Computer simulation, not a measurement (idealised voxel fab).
process module | voxel wiring stack
cross-section cut | 225 nm wide | cells 5 nm
A cross-section is a grid of square cells, given in bands from the top down. A band is one or more rows of cells.
Each band's line starts with the height of the band's top and of its bottom, in nm. Then come its materials from left to right, each with its width in nm. One material with "throughout" fills the band from edge to edge. "air" is empty space.
Height 0 is the level under which the wafer as received is all one material. The lowest band goes on downwards, as in "0 down".
A width such as "30 to 40" changes by the same amount from each row of cells to the next, from the band's top row to its bottom row.
"no change" after a step means that no cell of the cross-section changed.
closed voids: empty space of 8 cells or more with no open way to the top, each as width x height at its distance from the left edge, in nm
after a step's settings: what the simulator itself notes on the step
overlay nm, on a step with a mask: how far to the right of its planned place the mask lay; to the left if negative
plan
1 op RECEIVE | material Si
2 op CONFORMAL_DEP | material SiO2 | thk nm 10
3 op CONFORMAL_DEP | material SiN | thk nm 5
4 op DIRECTIONAL_DEP | material SiO2 | thk nm 20
5 op DIRECTIONAL_DEP | material aC | thk nm 10
6 op PATTERN | tone open | mask id METAL_1 | material resist | width nm 30 | pitch nm 55 | thk nm 25 | overlay nm 0
7 op DIRECTIONAL_ETCH | etch materials aC | depth nm 10
8 op STRIP | etch materials resist
9 op DIRECTIONAL_ETCH | etch materials SiO2 | depth nm 20
10 op DIRECTIONAL_ETCH | etch materials SiN | depth nm 5
11 op STRIP | etch materials aC
12 op CONFORMAL_DEP | material TiN | thk nm 5
13 op FILL_DEP | material Cu | thk nm 5
14 op CMP | height nm 35
15 op CONFORMAL_DEP | material SiCN | thk nm 5
16 op DIRECTIONAL_DEP | material lowk | thk nm 10
17 op DIRECTIONAL_DEP | material aC | thk nm 10
18 op PATTERN | tone open | mask id PLUG_1 | material resist | width nm 15 | thk nm 30 | overlay nm 0
19 op DIRECTIONAL_ETCH | etch materials aC | depth nm 10
20 op STRIP | etch materials resist
21 op DIRECTIONAL_ETCH | etch materials lowk | depth nm 10
22 op DIRECTIONAL_ETCH | etch materials SiCN | depth nm 5
23 op STRIP | etch materials aC
24 op EPI | material Ru | thk nm 10
25 op EPI | material Ru | thk nm 5
26 op CONFORMAL_DEP | material SiN | thk nm 5
27 op DIRECTIONAL_DEP | material lowk | thk nm 15
28 op DIRECTIONAL_DEP | material aC | thk nm 15
29 op PATTERN | tone open | mask id METAL_2 | material resist | width nm 30 | pitch nm 55 | thk nm 30 | overlay nm 0
30 op DIRECTIONAL_ETCH | etch materials aC | depth nm 15
31 op STRIP | etch materials resist
32 op DIRECTIONAL_ETCH | etch materials lowk | depth nm 15
33 op DIRECTIONAL_ETCH | etch materials SiN | depth nm 5
34 op STRIP | etch materials aC
35 op CONFORMAL_DEP | material TiN | thk nm 5
36 op FILL_DEP | material Ru | thk nm 10
37 op CMP | height nm 70
38 op CONFORMAL_DEP | material SiCN | thk nm 5
39 op DIRECTIONAL_DEP | material SiO2 | thk nm 30
40 op PATTERN | tone open | mask id METAL_3_HOLES | material resist | width nm 15 | thk nm 20 | overlay nm 0
41 op DIRECTIONAL_ETCH | etch materials SiO2 | depth nm 30
42 op STRIP | etch materials resist
43 op MASKED_ETCH | tone open | mask id METAL_3 | width nm 30 | pitch nm 55 | etch materials SiO2 | depth nm 15 | overlay nm 0
44 op MASKED_ETCH | tone open | mask id METAL_3 | width nm 30 | pitch nm 55 | etch materials SiCN | depth nm 5 | overlay nm 0
45 op CONFORMAL_DEP | material TiN | thk nm 5
46 op FILL_DEP | material Ru | thk nm 10
47 op CMP | height nm 105
48 op CONFORMAL_DEP | material SiCN | thk nm 5
as received, after step 1
  0 down: Si throughout
  closed voids: none
a wafer at the end: this start, this plan, one mistake
  110 to 105: SiCN throughout
  105 to 95: SiO2 70 | TiN 5 | Ru 20 | TiN 5 | SiO2 25 | TiN 5 | Ru 20 | TiN 5 | SiO2 70
  95 to 90: SiO2 70 | TiN 5 | Ru 5 | TiN 20 | SiO2 25 | TiN 30 | SiO2 70
  90 to 75: SiO2 70 | TiN 5 | Ru 5 | TiN 5 | SiO2 140
  75 to 70: SiCN 70 | TiN 15 | SiCN 140
  70 to 55: lowk 70 | TiN 5 | Ru 20 | TiN 5 | lowk 25 | TiN 5 | Ru 20 | TiN 5 | lowk 70
  55 to 50: SiN 70 | TiN 30 | SiN 25 | TiN 30 | SiN 70
  50 to 40: lowk 70 | Ru 15 | lowk 140
  40 to 35: SiCN 70 | Ru 15 | SiCN 140
  35 to 15: TiN throughout
  15 to 10: SiN throughout
  10 to 0: SiO2 throughout
  0 down: Si throughout
  closed voids: none
what went wrong: step 4 ran as: op DIRECTIONAL_DEP | material TiN | thk nm 20
